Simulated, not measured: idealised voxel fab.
process module | voxel transistor to metal
cross-section cut | 170 nm wide | cells 5 nm
A cross-section is a grid of square cells, given in bands from the top down. A band is one or more rows of cells.
Each band's line starts with the height of the band's top and of its bottom, in nm. Then come its materials from left to right, each with its width in nm. One material with "throughout" fills the band from edge to edge. "air" is empty space.
Height 0 is the level under which the wafer as received is all one material. The lowest band goes on downwards, as in "0 down".
A width such as "30 to 40" changes by the same amount from each row of cells to the next, from the band's top row to its bottom row.
"no change" after a step means that no cell of the cross-section changed.
closed voids: empty space of 8 cells or more with no open way to the top, each as width x height at its distance from the left edge, in nm
after a step's settings: what the simulator itself notes on the step
overlay nm, on a step with a mask: how far to the right of its planned place the mask lay; to the left if negative
plan
1 op RECEIVE | material Si
2 op OXIDIZE | depth nm 5
3 op CONFORMAL_DEP | material SiN | thk nm 15
4 op PATTERN | tone cover | mask id ACTIVE | material resist | width nm 100 | thk nm 15 | overlay nm 0
5 op DIRECTIONAL_ETCH | etch materials SiN | depth nm 15
6 op DIRECTIONAL_ETCH | etch materials SiO2 | depth nm 5
7 op DIRECTIONAL_ETCH | etch materials Si | depth nm 25
8 op STRIP | etch materials resist
9 op OXIDIZE | depth nm 5
10 op FILL_DEP | material SiO2 | thk nm 5
11 op CMP | height nm 15
12 op SELECTIVE_ETCH | etch materials SiO2 | depth nm 5
13 op STRIP | etch materials SiN
14 op SELECTIVE_ETCH | etch materials SiO2 | depth nm 5
15 op OXIDIZE | depth nm 5
16 op DIRECTIONAL_DEP | material polySi | thk nm 30
17 op DIRECTIONAL_DEP | material SiCN | thk nm 10
18 op PATTERN | tone cover | mask id GATE | material resist | width nm 20 | thk nm 15 | overlay nm 0
19 op DIRECTIONAL_ETCH | etch materials SiCN | depth nm 20
20 op DIRECTIONAL_ETCH | etch materials polySi | depth nm 40
21 op STRIP | etch materials resist
22 op CONFORMAL_DEP | material SiO2 | thk nm 5
23 op DIRECTIONAL_ETCH | etch materials SiO2 | depth nm 5
24 op CONFORMAL_DEP | material SiN | thk nm 5
25 op DIRECTIONAL_ETCH | etch materials SiN | depth nm 5
26 op DIRECTIONAL_ETCH | etch materials SiO2 | depth nm 5
27 op DIRECTIONAL_ETCH | etch materials Si | depth nm 5
28 op EPI | material pSi | thk nm 5
29 op FILL_DEP | material SiO2 | thk nm 10
30 op CMP | height nm 35
31 op DIRECTIONAL_DEP | material SiO2 | thk nm 15
32 op MASKED_ETCH | tone open | mask id CONTACT | width nm 30 | pitch nm 60 | etch materials SiO2 | depth nm 60 | overlay nm 0
33 op CONFORMAL_DEP | material TiN | thk nm 5
34 op FILL_DEP | material W | thk nm 5
35 op CMP | height nm 50
36 op CONFORMAL_DEP | material SiN | thk nm 5
37 op DIRECTIONAL_DEP | material SiO2 | thk nm 15
38 op DIRECTIONAL_DEP | material aC | thk nm 15
39 op PATTERN | tone open | mask id METAL_1 | material resist | width nm 20 | pitch nm 70 | thk nm 30 | overlay nm 0
40 op DIRECTIONAL_ETCH | etch materials aC | depth nm 15
41 op STRIP | etch materials resist
42 op DIRECTIONAL_ETCH | etch materials SiO2 | depth nm 15
43 op DIRECTIONAL_ETCH | etch materials SiN | depth nm 5
44 op STRIP | etch materials aC
45 op CONFORMAL_DEP | material TiN | thk nm 5
46 op FILL_DEP | material Cu | thk nm 5
47 op CMP | height nm 70
48 op CONFORMAL_DEP | material SiN | thk nm 5
varied across the wafers: depth nm of step 14. The plan shows the first wafer's value. All wafers start alike
first wafer as received, after step 1
  0 down: Si throughout
  closed voids: none
each wafer at the end: cells of each material gained (+) or lost (-) since it was received, then its closed voids
depth nm 5 | +12 Cu | -158 Si | +8 SiCN | +80 SiN | +388 SiO2 | +76 TiN | +68 W | +12 pSi | +24 polySi | closed voids: none
depth nm 10 | +12 Cu | -158 Si | +8 SiCN | +80 SiN | +390 SiO2 | +76 TiN | +68 W | +10 pSi | +24 polySi | closed voids: none
depth nm 15 | +12 Cu | -160 Si | +8 SiCN | +84 SiN | +388 SiO2 | +76 TiN | +68 W | +10 pSi | +24 polySi | closed voids: none
depth nm 20 | +12 Cu | -162 Si | +8 SiCN | +86 SiN | +388 SiO2 | +76 TiN | +68 W | +10 pSi | +24 polySi | closed voids: none
